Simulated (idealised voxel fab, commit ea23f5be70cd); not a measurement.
process module | voxel wiring stack
cross-section cut | 175 nm wide | cells 5 nm
A cross-section is a grid of square cells, given in bands from the top down. A band is one or more rows of cells.
Each band's line starts with the height of the band's top and of its bottom, in nm. Then come its materials from left to right, each with its width in nm. One material with "throughout" fills the band from edge to edge. "air" is empty space.
Height 0 is the level under which the wafer as received is all one material. The lowest band goes on downwards, as in "0 down".
A width such as "30 to 40" changes by the same amount from each row of cells to the next, from the band's top row to its bottom row.
"no change" after a step means that no cell of the cross-section changed.
closed voids: empty space of 8 cells or more with no open way to the top, each as width x height at its distance from the left edge, in nm
after a step's settings: what the simulator itself notes on the step
overlay nm, on a step with a mask: how far to the right of its planned place the mask lay; to the left if negative
plan
1 op RECEIVE | material Si
2 op CONFORMAL_DEP | material SiO2 | thk nm 10
3 op DIRECTIONAL_DEP | material TiN | thk nm 5
4 op DIRECTIONAL_DEP | material W | thk nm 15
5 op PATTERN | tone cover | mask id METAL_1 | material resist | width nm 30 | pitch nm 55 | thk nm 15 | overlay nm 0
6 op DIRECTIONAL_ETCH | etch materials W | depth nm 15
7 op DIRECTIONAL_ETCH | etch materials TiN | depth nm 5
8 op STRIP | etch materials resist
9 op FILL_DEP | material lowk | thk nm 5
10 op CMP | height nm 30
11 op CONFORMAL_DEP | material SiCN | thk nm 5
12 op DIRECTIONAL_DEP | material SiO2 | thk nm 35
13 op PATTERN | tone open | mask id METAL_2 | material resist | width nm 30 | pitch nm 55 | thk nm 20 | overlay nm 0
14 op DIRECTIONAL_ETCH | etch materials SiO2 | depth nm 20
15 op STRIP | etch materials resist
16 op PATTERN | tone open | mask id METAL_2_HOLES | material resist | width nm 15 | pitch nm 55 | thk nm 20 | overlay nm 0
17 op DIRECTIONAL_ETCH | etch materials SiO2 | depth nm 15
18 op DIRECTIONAL_ETCH | etch materials SiCN | depth nm 5
19 op STRIP | etch materials resist
20 op CONFORMAL_DEP | material TiN | thk nm 5
21 op FILL_DEP | material Cu | thk nm 5
22 op CMP | height nm 70
23 op CONFORMAL_DEP | material SiCN | thk nm 5
varied across the wafers: thk nm of step 23. The plan shows the first wafer's value. All wafers start alike
first wafer as received, after step 1
  0 down: Si throughout
  closed voids: none
first wafer at the end, after step 23
  75 to 70: SiCN throughout
  70 to 55: SiO2 15 | TiN 5 | Cu 20 | TiN 5 | SiO2 25 | TiN 5 | Cu 20 | TiN 5 | SiO2 25 | TiN 5 | Cu 20 | TiN 5 | SiO2 20
  55 to 50: SiO2 15 | TiN 5 | Cu 5 | TiN 20 | SiO2 25 | TiN 5 | Cu 5 | TiN 20 | SiO2 25 | TiN 5 | Cu 5 | TiN 20 | SiO2 20
  50 to 35: SiO2 15 | TiN 5 | Cu 5 | TiN 5 | SiO2 40 | TiN 5 | Cu 5 | TiN 5 | SiO2 40 | TiN 5 | Cu 5 | TiN 5 | SiO2 35
  35 to 30: SiCN 15 | TiN 15 | SiCN 40 | TiN 15 | SiCN 40 | TiN 15 | SiCN 35
  30 to 15: lowk 15 | W 30 | lowk 25 | W 30 | lowk 25 | W 30 | lowk 20
  15 to 10: lowk 15 | TiN 30 | lowk 25 | TiN 30 | lowk 25 | TiN 30 | lowk 20
  10 to 0: SiO2 throughout
  0 down: Si throughout
  closed voids: none
last wafer at the end
  90 to 70: SiCN throughout
  70 to 55: SiO2 15 | TiN 5 | Cu 20 | TiN 5 | SiO2 25 | TiN 5 | Cu 20 | TiN 5 | SiO2 25 | TiN 5 | Cu 20 | TiN 5 | SiO2 20
  55 to 50: SiO2 15 | TiN 5 | Cu 5 | TiN 20 | SiO2 25 | TiN 5 | Cu 5 | TiN 20 | SiO2 25 | TiN 5 | Cu 5 | TiN 20 | SiO2 20
  50 to 35: SiO2 15 | TiN 5 | Cu 5 | TiN 5 | SiO2 40 | TiN 5 | Cu 5 | TiN 5 | SiO2 40 | TiN 5 | Cu 5 | TiN 5 | SiO2 35
  35 to 30: SiCN 15 | TiN 15 | SiCN 40 | TiN 15 | SiCN 40 | TiN 15 | SiCN 35
  30 to 15: lowk 15 | W 30 | lowk 25 | W 30 | lowk 25 | W 30 | lowk 20
  15 to 10: lowk 15 | TiN 30 | lowk 25 | TiN 30 | lowk 25 | TiN 30 | lowk 20
  10 to 0: SiO2 throughout
  0 down: Si throughout
  closed voids: none
each wafer at the end: cells of each material gained (+) or lost (-) since it was received, then its closed voids
thk nm 5 | +48 Cu | +61 SiCN | +216 SiO2 | +78 TiN | +54 W | +68 lowk | closed voids: none
thk nm 10 | +48 Cu | +96 SiCN | +216 SiO2 | +78 TiN | +54 W | +68 lowk | closed voids: none
thk nm 15 | +48 Cu | +131 SiCN | +216 SiO2 | +78 TiN | +54 W | +68 lowk | closed voids: none
thk nm 20 | +48 Cu | +166 SiCN | +216 SiO2 | +78 TiN | +54 W | +68 lowk | closed voids: none
